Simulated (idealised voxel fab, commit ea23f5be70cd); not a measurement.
A process module follows: voxel tone inversion.
Section cut is 255 nm wide and gridded with 5 nm square cells.
This document writes a cross-section as a grid whose cells are square, and gives it as bands, listed from the top down; one or more rows of cells form a band.
Look at the band entry: it leads with the top's height and the bottom's height in nm. Then it lists the materials left to right, with a width in nm for each. The word "full width" on a single material says that material fills the band edge to edge. The word "air" is empty space.
Convention: height 0 is the level below which the wafer, as received, is all one material. The lowest band does not terminate at the bottom but continues downward, represented as "0..down".
A two-number width, for instance "30->40", indicates that the width is equal to the first number in the top row of the band and to the second number in the bottom row, and that it changes by a constant amount per row of cells.
"no modification" -> step changed no cross-section cell.
Empty spaces counting at least 8 cells and having no open way to the top are listed in "Catalogued sealed voids". The notation width x height at distance is used for each, the distance being from the left edge and all three values in nm.
Text after the settings on a step's line: the simulator's own remark on that step.
overlay nm: for a step with a mask, the amount by which the mask lay right of where it was planned; a negative amount means left of it.
[The planned process steps are enumerated hereunder]
1. RECEIVE (material Si)
2. CONFORMAL_DEP (material SiN; thk nm 5)
3. DIRECTIONAL_DEP (material aC; thk nm 20)
4. PATTERN (tone cover; mask id POSTS; material resist; width nm 25; pitch nm 55; thk nm 25; overlay nm 0)
5. DIRECTIONAL_ETCH (etch materials aC; depth nm 20)
6. STRIP (etch materials resist)
7. FILL_DEP (material SiO2; thk nm 10)
8. CMP (height nm 25)
9. STRIP (etch materials aC)
10. CONFORMAL_DEP (material TiN; thk nm 5)
11. FILL_DEP (material Cu; thk nm 10)
12. CMP (height nm 25)
13. CONFORMAL_DEP (material SiN; thk nm 5)
[Cross-section, incoming material, after step 1]
- 0..down = Si full width
- Catalogued sealed voids: none
[Cross-sectional view of the first of the two wafers upon completion of the module, processed in accordance with the plan]
- 30..25 = SiN full width
- 25..10 = SiO2=30 | TiN=5 | Cu=15 | TiN=5 | SiO2=30 | TiN=5 | Cu=15 | TiN=5 | SiO2=30 | TiN=5 | Cu=15 | TiN=5 | SiO2=30 | TiN=5 | Cu=15 | TiN=5 | SiO2=35
- 10..5 = SiO2=30 | TiN=25 | SiO2=30 | TiN=25 | SiO2=30 | TiN=25 | SiO2=30 | TiN=25 | SiO2=35
- 5..0 = SiN full width
- 0..down = Si full width
- Catalogued sealed voids: none
[Cross-section, second wafer: same start as the first, same plan as the first, one mistake in running it; taken at the end of the module]
- 20..15 = SiN full width
- 15..10 = SiO2=30 | TiN=5 | Cu=15 | TiN=5 | SiO2=30 | TiN=5 | Cu=15 | TiN=5 | SiO2=30 | TiN=5 | Cu=15 | TiN=5 | SiO2=30 | TiN=5 | Cu=15 | TiN=5 | SiO2=35
- 10..5 = SiO2=30 | TiN=25 | SiO2=30 | TiN=25 | SiO2=30 | TiN=25 | SiO2=30 | TiN=25 | SiO2=35
- 5..0 = SiN full width
- 0..down = Si full width
- Catalogued sealed voids: none
Deviation from plan: step 12 ran differently from the plan; actual operation with settings: CMP (height nm 15)
at the end the second wafer has, in cells: Cu -24; SiO2 -62; TiN -16
